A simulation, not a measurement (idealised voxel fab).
The name of this process module is voxel fin reveal.
cross-section cut | 275 nm wide | cells 5 nm
Reading order for cross-sections: top band down to bottom band. Underlying form: a grid of square cells. Band size: one or more rows of cells.
Band: top height; bottom height; in nm. Then, left to right: material with width in nm, for each material. "throughout": a single material spanning edge to edge. "blank": empty space.
It should be noted that heights are counted from 0, beneath which the wafer as supplied is of one material throughout, and that the lowest band possesses no lower boundary but continues downward, as written in "z 0 and below".
The notation "30..40" denotes a width that varies across the rows of cells in the band, beginning at the first number in the top row, finishing at the second number in the bottom row, and changing by an identical amount from each row to the next.
The cross-section has no changed cell in any step marked "remained unchanged".
The entry "Entrapped voids" lists the empty spaces that cover at least 8 cells and have no open path to the top. Each is written as width x height at distance, where the distance is measured from the left edge and all three values are in nm.
Whatever follows a step's settings on its line is a remark the simulator itself makes about that step.
Steps that use a mask can have "overlay nm" on their line. It says how far the mask sat to the right of where it was meant to be. Negative means to the left.

Intended process steps:
| 1 | RECEIVE with material Si |
| 2 | CONFORMAL_DEP with material SiN, thk nm 5 |
| 3 | MASKED_ETCH with tone cover, mask id FINS, width nm 15, pitch nm 40, etch materials SiN, depth nm 5, overlay nm 0 |
| 4 | MASKED_ETCH with tone cover, mask id FINS, width nm 15, pitch nm 40, etch materials Si, depth nm 30, overlay nm 0 |
| 5 | OXIDIZE with depth nm 5 |
| 6 | FILL_DEP with material SiO2, thk nm 15 |
| 7 | CMP with height nm 5 |
| 8 | SELECTIVE_ETCH with etch materials SiO2, depth nm 15 |
| 9 | STRIP with etch materials SiN |
| 10 | CONFORMAL_DEP with material SiO2, thk nm 5 |

Cross-section of the incoming wafer, state after step 1:
- z 0 and below: Si throughout
- Entrapped voids: none

The plan above was carried out on the starting structure above with one mistake, and this cross-section shows the wafer at the end of the module:
- z 10 to 5: blank 105 nm | SiO2 25 nm | blank 15 nm | SiO2 25 nm | blank 105 nm
- z 5 to 0: blank 105 nm | SiO2 5 nm | SiN 15 nm | SiO2 5 nm | blank 15 nm | SiO2 5 nm | SiN 15 nm | SiO2 5 nm | blank 105 nm
- z 0 to -5: blank 105 nm | SiO2 10 nm | Si 5 nm | SiO2 10 nm | blank 15 nm | SiO2 10 nm | Si 5 nm | SiO2 10 nm | blank 105 nm
- z -5 to -30: blank 110 nm | SiO2 5 nm | Si 5 nm | SiO2 5 nm | blank 25 nm | SiO2 5 nm | Si 5 nm | SiO2 5 nm | blank 110 nm
- z -30 to -35: SiO2 115 nm | Si 5 nm | SiO2 35 nm | Si 5 nm | SiO2 115 nm
- z -35 and below: Si throughout
- Entrapped voids: none
Where did the run depart from the plan? step 9, actual vs plan mismatch, actual run STRIP with etch materials SiO2
